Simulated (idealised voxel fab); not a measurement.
Process module name: voxel capacitor over wiring
Each square cell in cross-section cut measures 5 nm, and the section as a whole is 285 nm wide.
Cross-section format: a grid of square cells, given as bands from top to bottom; each band is one or more rows of cells.
A band entry consists of two parts. The first gives the height of the band's top and the height of its bottom, in nm. The rest lists the band's materials from left to right, each with its width in nm. A single material labelled with the word "throughout" fills the band from edge to edge, and the word "empty" marks empty space.
Height reference: 0 = level under which incoming wafer is all one material. Lowest band: no bottom, runs on downward, e.g. "0 down".
So if you see something like "30 to 40" for the width, read it as the top row of the band sitting at the first number and the bottom row at the second, with every row in between moving by the same amount as the last.
A step reported as "everything unchanged" is a step in which no cell of the cross-section changed.
Basically, "Closed void listing" tells you about the enclosed voids: empty spaces with no open way to the top, 8 cells or bigger, each written width x height at distance, where distance is from the left edge, all in nm.
Past the settings on a step's line: simulator remark, on that step.
The optional step-line setting "overlay nm" applies to steps with a mask and quantifies how far to the right of its planned location the mask lay, a negative value indicating leftward placement.

**plan**
1 RECEIVE with material Si
2 CONFORMAL_DEP with material SiO2, thk nm 10
3 CONFORMAL_DEP with material SiN, thk nm 5
4 DIRECTIONAL_DEP with material SiO2, thk nm 20
5 MASKED_ETCH with tone open, mask id METAL_1, width nm 30, pitch nm 80, etch materials SiO2, depth nm 20, overlay nm 0
6 MASKED_ETCH with tone open, mask id METAL_1, width nm 30, pitch nm 80, etch materials SiN, depth nm 5, overlay nm 0
7 CONFORMAL_DEP with material TiN, thk nm 5
8 FILL_DEP with material W, thk nm 10
9 CMP with height nm 35
10 CONFORMAL_DEP with material SiCN, thk nm 5
11 DIRECTIONAL_DEP with material lowk, thk nm 20
12 PATTERN with tone open, mask id PLUG_1, material resist, width nm 15, thk nm 20, overlay nm 0
13 DIRECTIONAL_ETCH with etch materials lowk, depth nm 20
14 DIRECTIONAL_ETCH with etch materials SiCN, depth nm 5
15 STRIP with etch materials resist
16 CONFORMAL_DEP with material TiN, thk nm 5
17 FILL_DEP with material Cu, thk nm 10
18 CMP with height nm 60
19 DIRECTIONAL_DEP with material TiN, thk nm 5
20 DIRECTIONAL_DEP with material SiN, thk nm 5
21 DIRECTIONAL_DEP with material TiN, thk nm 10
22 MASKED_ETCH with tone cover, mask id UPPER_PLATE, width nm 55, etch materials TiN, depth nm 10, overlay nm 0
23 MASKED_ETCH with tone cover, mask id UPPER_PLATE, width nm 55, etch materials SiN, depth nm 5, overlay nm 0
24 DIRECTIONAL_DEP with material aC, thk nm 10
25 PATTERN with tone cover, mask id LOWER_PLATE, material resist, width nm 65, thk nm 30, overlay nm 0
26 DIRECTIONAL_ETCH with etch materials aC, depth nm 10
27 STRIP with etch materials resist
28 DIRECTIONAL_ETCH with etch materials TiN, depth nm 5
29 STRIP with etch materials aC
30 FILL_DEP with material SiO2, thk nm 15
31 CMP with height nm 90
32 MASKED_ETCH with tone open, mask id PLUG_2, width nm 15, etch materials SiO2, depth nm 10, overlay nm 0
33 CONFORMAL_DEP with material TiN, thk nm 5
34 FILL_DEP with material Ru, thk nm 5
35 CMP with height nm 90
36 CONFORMAL_DEP with material SiN, thk nm 5

**Run as planned: first of two wafers**

**Here's what the wafer looked like in cross-section when it arrived - that's after step 1**
  0 down  Si throughout
  Closed void listing: none

**after step 2**
  10 to 0  SiO2 throughout
  Beneath the level 0, the cross-section is identical to its previous state.

**after step 3**
  15 to 10  SiN throughout
  Beneath the level 10, the cross-section is identical to its previous state.

**after step 4**
  35 to 15  SiO2 throughout
  Beneath the level 15, the cross-section is identical to its previous state.

**after step 5**
  35 to 15  SiO2: 85, then empty: 30, then SiO2: 50, then empty: 30, then SiO2: 90
  Beneath the level 15, the cross-section is identical to its previous state.

**after step 6**
  35 to 15  SiO2: 85, then empty: 30, then SiO2: 50, then empty: 30, then SiO2: 90
  15 to 10  SiN: 85, then empty: 30, then SiN: 50, then empty: 30, then SiN: 90
  Beneath the level 10, the cross-section is identical to its previous state.

**after step 7**
  40 to 35  TiN: 90, then empty: 20, then TiN: 60, then empty: 20, then TiN: 95
  35 to 15  SiO2: 85, then TiN: 5, then empty: 20, then TiN: 5, then SiO2: 50, then TiN: 5, then empty: 20, then TiN: 5, then SiO2: 90
  15 to 10  SiN: 85, then TiN: 30, then SiN: 50, then TiN: 30, then SiN: 90
  Beneath the level 10, the cross-section is identical to its previous state.

**after step 8**
  50 to 40  W throughout
  40 to 35  TiN: 90, then W: 20, then TiN: 60, then W: 20, then TiN: 95
  35 to 15  SiO2: 85, then TiN: 5, then W: 20, then TiN: 5, then SiO2: 50, then TiN: 5, then W: 20, then TiN: 5, then SiO2: 90
  Beneath the level 15, the cross-section is identical to its previous state.

**after step 9**
  35 to 15  SiO2: 85, then TiN: 5, then W: 20, then TiN: 5, then SiO2: 50, then TiN: 5, then W: 20, then TiN: 5, then SiO2: 90
  Beneath the level 15, the cross-section is identical to its previous state.

**after step 10**
  40 to 35  SiCN throughout
  Beneath the level 35, the cross-section is identical to its previous state.

**after step 11**
  60 to 40  lowk throughout
  Beneath the level 40, the cross-section is identical to its previous state.

**after step 12**
  80 to 60  resist: 100, then empty: 15, then resist: 170
  Beneath the level 60, the cross-section is identical to its previous state.

**after step 13**
  80 to 60  resist: 100, then empty: 15, then resist: 170
  60 to 40  lowk: 100, then empty: 15, then lowk: 170
  Beneath the level 40, the cross-section is identical to its previous state.

**after step 14**
  80 to 60  resist: 100, then empty: 15, then resist: 170
  60 to 40  lowk: 100, then empty: 15, then lowk: 170
  40 to 35  SiCN: 100, then empty: 15, then SiCN: 170
  Beneath the level 35, the cross-section is identical to its previous state.

**after step 15**
  60 to 40  lowk: 100, then empty: 15, then lowk: 170
  Beneath the level 40, the cross-section is identical to its previous state.

**after step 16**
  65 to 60  TiN: 105, then empty: 5, then TiN: 175
  60 to 40  lowk: 100, then TiN: 5, then empty: 5, then TiN: 5, then lowk: 170
  40 to 35  SiCN: 100, then TiN: 15, then SiCN: 170
  Beneath the level 35, the cross-section is identical to its previous state.

**after step 17**
  75 to 65  Cu throughout
  65 to 60  TiN: 105, then Cu: 5, then TiN: 175
  60 to 40  lowk: 100, then TiN: 5, then Cu: 5, then TiN: 5, then lowk: 170
  Beneath the level 40, the cross-section is identical to its previous state.

**after step 18**
  60 to 40  lowk: 100, then TiN: 5, then Cu: 5, then TiN: 5, then lowk: 170
  Beneath the level 40, the cross-section is identical to its previous state.

**after step 19**
  65 to 60  TiN throughout
  Beneath the level 60, the cross-section is identical to its previous state.

**after step 20**
  70 to 65  SiN throughout
  Beneath the level 65, the cross-section is identical to its previous state.

**after step 21**
  80 to 70  TiN throughout
  Beneath the level 70, the cross-section is identical to its previous state.

**after step 22**
  80 to 70  empty: 100, then TiN: 55, then empty: 130
  Beneath the level 70, the cross-section is identical to its previous state.

**after step 23**
  80 to 70  empty: 100, then TiN: 55, then empty: 130
  70 to 65  empty: 100, then SiN: 55, then empty: 130
  Beneath the level 65, the cross-section is identical to its previous state.

**after step 24**
  90 to 80  empty: 100, then aC: 55, then empty: 130
  80 to 75  empty: 100, then TiN: 55, then empty: 130
  75 to 70  aC: 100, then TiN: 55, then aC: 130
  70 to 65  aC: 100, then SiN: 55, then aC: 130
  Beneath the level 65, the cross-section is identical to its previous state.

**after step 25**
  120 to 90  empty: 95, then resist: 65, then empty: 125
  90 to 80  empty: 95, then resist: 5, then aC: 55, then resist: 5, then empty: 125
  80 to 75  empty: 95, then resist: 5, then TiN: 55, then resist: 5, then empty: 125
  Beneath the level 75, the cross-section is identical to its previous state.

**after step 26**
  110 to 90  empty: 95, then resist: 65, then empty: 125
  90 to 80  empty: 95, then resist: 5, then aC: 55, then resist: 5, then empty: 125
  80 to 75  empty: 95, then resist: 5, then TiN: 55, then resist: 5, then empty: 125
  75 to 70  empty: 95, then aC: 5, then TiN: 55, then aC: 5, then empty: 125
  70 to 65  empty: 95, then aC: 5, then SiN: 55, then aC: 5, then empty: 125
  Beneath the level 65, the cross-section is identical to its previous state.

**after step 27**
  90 to 80  empty: 100, then aC: 55, then empty: 130
  80 to 75  empty: 100, then TiN: 55, then empty: 130
  Beneath the level 75, the cross-section is identical to its previous state.

**after step 28**
  90 to 80  empty: 100, then aC: 55, then empty: 130
  80 to 75  empty: 100, then TiN: 55, then empty: 130
  75 to 70  empty: 95, then aC: 5, then TiN: 55, then aC: 5, then empty: 125
  70 to 65  empty: 95, then aC: 5, then SiN: 55, then aC: 5, then empty: 125
  65 to 60  empty: 95, then TiN: 65, then empty: 125
  Beneath the level 60, the cross-section is identical to its previous state.

**after step 29**
  80 to 70  empty: 100, then TiN: 55, then empty: 130
  70 to 65  empty: 100, then SiN: 55, then empty: 130
  Beneath the level 65, the cross-section is identical to its previous state.

**after step 30**
  95 to 80  SiO2 throughout
  80 to 70  SiO2: 100, then TiN: 55, then SiO2: 130
  70 to 65  SiO2: 100, then SiN: 55, then SiO2: 130
  65 to 60  SiO2: 95, then TiN: 65, then SiO2: 125
  Beneath the level 60, the cross-section is identical to its previous state.

**after step 31**
  90 to 80  SiO2 throughout
  Beneath the level 80, the cross-section is identical to its previous state.

**after step 32**
  90 to 80  SiO2: 110, then empty: 15, then SiO2: 160
  Beneath the level 80, the cross-section is identical to its previous state.

**after step 33**
  95 to 90  TiN: 115, then empty: 5, then TiN: 165
  90 to 85  SiO2: 110, then TiN: 5, then empty: 5, then TiN: 5, then SiO2: 160
  85 to 80  SiO2: 110, then TiN: 15, then SiO2: 160
  Beneath the level 80, the cross-section is identical to its previous state.

**after step 34**
  100 to 95  Ru throughout
  95 to 90  TiN: 115, then Ru: 5, then TiN: 165
  90 to 85  SiO2: 110, then TiN: 5, then Ru: 5, then TiN: 5, then SiO2: 160
  Beneath the level 85, the cross-section is identical to its previous state.

**after step 35**
  90 to 85  SiO2: 110, then TiN: 5, then Ru: 5, then TiN: 5, then SiO2: 160
  Beneath the level 85, the cross-section is identical to its previous state.

**after step 36**
  95 to 90  SiN throughout
  Beneath the level 90, the cross-section is identical to its previous state.

**Second wafer, same starting state and plan as the first, one mistake in the run, identical through step 10**

**Second wafer cross-section, taken as of the time the plan sets for step 11 to be done**
  60 to 40  TiN throughout
  Beneath the level 40, the cross-section is identical to its previous state.

**Second wafer cross-section, taken as of the time the plan sets for step 12 to be done**
  80 to 60  resist: 100, then empty: 15, then resist: 170
  Beneath the level 60, the cross-section is identical to its previous state.

Second wafer cross-section, taken as of the time the plan sets for step 13 to be done: everything unchanged

Second wafer cross-section, taken as of the time the plan sets for step 14 to be done: everything unchanged

**Second wafer cross-section, taken as of the time the plan sets for step 15 to be done**
  60 to 40  TiN throughout
  Beneath the level 40, the cross-section is identical to its previous state.

**Second wafer cross-section, taken as of the time the plan sets for step 16 to be done**
  65 to 40  TiN throughout
  Beneath the level 40, the cross-section is identical to its previous state.

**Second wafer cross-section, taken as of the time the plan sets for step 17 to be done**
  75 to 65  Cu throughout
  Beneath the level 65, the cross-section is identical to its previous state.

**Second wafer cross-section, taken as of the time the plan sets for step 18 to be done**
  60 to 40  TiN throughout
  Beneath the level 40, the cross-section is identical to its previous state.

**Second wafer cross-section, taken as of the time the plan sets for step 19 to be done**
  65 to 40  TiN throughout
  Beneath the level 40, the cross-section is identical to its previous state.

**Second wafer cross-section, taken as of the time the plan sets for step 20 to be done**
  70 to 65  SiN throughout
  Beneath the level 65, the cross-section is identical to its previous state.

**Second wafer cross-section, taken as of the time the plan sets for step 21 to be done**
  80 to 70  TiN throughout
  Beneath the level 70, the cross-section is identical to its previous state.

**Second wafer cross-section, taken as of the time the plan sets for step 22 to be done**
  80 to 70  empty: 100, then TiN: 55, then empty: 130
  Beneath the level 70, the cross-section is identical to its previous state.

**Second wafer cross-section, taken as of the time the plan sets for step 23 to be done**
  80 to 70  empty: 100, then TiN: 55, then empty: 130
  70 to 65  empty: 100, then SiN: 55, then empty: 130
  Beneath the level 65, the cross-section is identical to its previous state.

**Second wafer cross-section, taken as of the time the plan sets for step 24 to be done**
  90 to 80  empty: 100, then aC: 55, then empty: 130
  80 to 75  empty: 100, then TiN: 55, then empty: 130
  75 to 70  aC: 100, then TiN: 55, then aC: 130
  70 to 65  aC: 100, then SiN: 55, then aC: 130
  Beneath the level 65, the cross-section is identical to its previous state.

**Second wafer cross-section, taken as of the time the plan sets for step 25 to be done**
  120 to 90  empty: 95, then resist: 65, then empty: 125
  90 to 80  empty: 95, then resist: 5, then aC: 55, then resist: 5, then empty: 125
  80 to 75  empty: 95, then resist: 5, then TiN: 55, then resist: 5, then empty: 125
  Beneath the level 75, the cross-section is identical to its previous state.

**Second wafer cross-section, taken as of the time the plan sets for step 26 to be done**
  110 to 90  empty: 95, then resist: 65, then empty: 125
  90 to 80  empty: 95, then resist: 5, then aC: 55, then resist: 5, then empty: 125
  80 to 75  empty: 95, then resist: 5, then TiN: 55, then resist: 5, then empty: 125
  75 to 70  empty: 95, then aC: 5, then TiN: 55, then aC: 5, then empty: 125
  70 to 65  empty: 95, then aC: 5, then SiN: 55, then aC: 5, then empty: 125
  Beneath the level 65, the cross-section is identical to its previous state.

**Second wafer cross-section, taken as of the time the plan sets for step 27 to be done**
  90 to 80  empty: 100, then aC: 55, then empty: 130
  80 to 75  empty: 100, then TiN: 55, then empty: 130
  Beneath the level 75, the cross-section is identical to its previous state.

**Second wafer cross-section, taken as of the time the plan sets for step 28 to be done**
  90 to 80  empty: 100, then aC: 55, then empty: 130
  80 to 75  empty: 100, then TiN: 55, then empty: 130
  75 to 70  empty: 95, then aC: 5, then TiN: 55, then aC: 5, then empty: 125
  70 to 65  empty: 95, then aC: 5, then SiN: 55, then aC: 5, then empty: 125
  65 to 60  empty: 95, then TiN: 65, then empty: 125
  Beneath the level 60, the cross-section is identical to its previous state.

**Second wafer cross-section, taken as of the time the plan sets for step 29 to be done**
  80 to 70  empty: 100, then TiN: 55, then empty: 130
  70 to 65  empty: 100, then SiN: 55, then empty: 130
  Beneath the level 65, the cross-section is identical to its previous state.

**Second wafer cross-section, taken as of the time the plan sets for step 30 to be done**
  95 to 80  SiO2 throughout
  80 to 70  SiO2: 100, then TiN: 55, then SiO2: 130
  70 to 65  SiO2: 100, then SiN: 55, then SiO2: 130
  65 to 60  SiO2: 95, then TiN: 65, then SiO2: 125
  Beneath the level 60, the cross-section is identical to its previous state.

**Second wafer cross-section, taken as of the time the plan sets for step 31 to be done**
  90 to 80  SiO2 throughout
  Beneath the level 80, the cross-section is identical to its previous state.

**Second wafer cross-section, taken as of the time the plan sets for step 32 to be done**
  90 to 80  SiO2: 110, then empty: 15, then SiO2: 160
  Beneath the level 80, the cross-section is identical to its previous state.

**Second wafer cross-section, taken as of the time the plan sets for step 33 to be done**
  95 to 90  TiN: 115, then empty: 5, then TiN: 165
  90 to 85  SiO2: 110, then TiN: 5, then empty: 5, then TiN: 5, then SiO2: 160
  85 to 80  SiO2: 110, then TiN: 15, then SiO2: 160
  Beneath the level 80, the cross-section is identical to its previous state.

**Second wafer cross-section, taken as of the time the plan sets for step 34 to be done**
  100 to 95  Ru throughout
  95 to 90  TiN: 115, then Ru: 5, then TiN: 165
  90 to 85  SiO2: 110, then TiN: 5, then Ru: 5, then TiN: 5, then SiO2: 160
  Beneath the level 85, the cross-section is identical to its previous state.

**Second wafer cross-section, taken as of the time the plan sets for step 35 to be done**
  90 to 85  SiO2: 110, then TiN: 5, then Ru: 5, then TiN: 5, then SiO2: 160
  Beneath the level 85, the cross-section is identical to its previous state.

**Second wafer cross-section, taken as of the time the plan sets for step 36 to be done**
  95 to 90  SiN throughout
  Beneath the level 90, the cross-section is identical to its previous state.
Finding, execution versus plan: the process deviated at step 11: the operation and settings actually run there were DIRECTIONAL_DEP with material TiN, thk nm 20
The final cell counts differ between the wafers, with the second having more or fewer of some materials than the first: -4 Cu, +3 SiCN, +217 TiN, -216 lowk
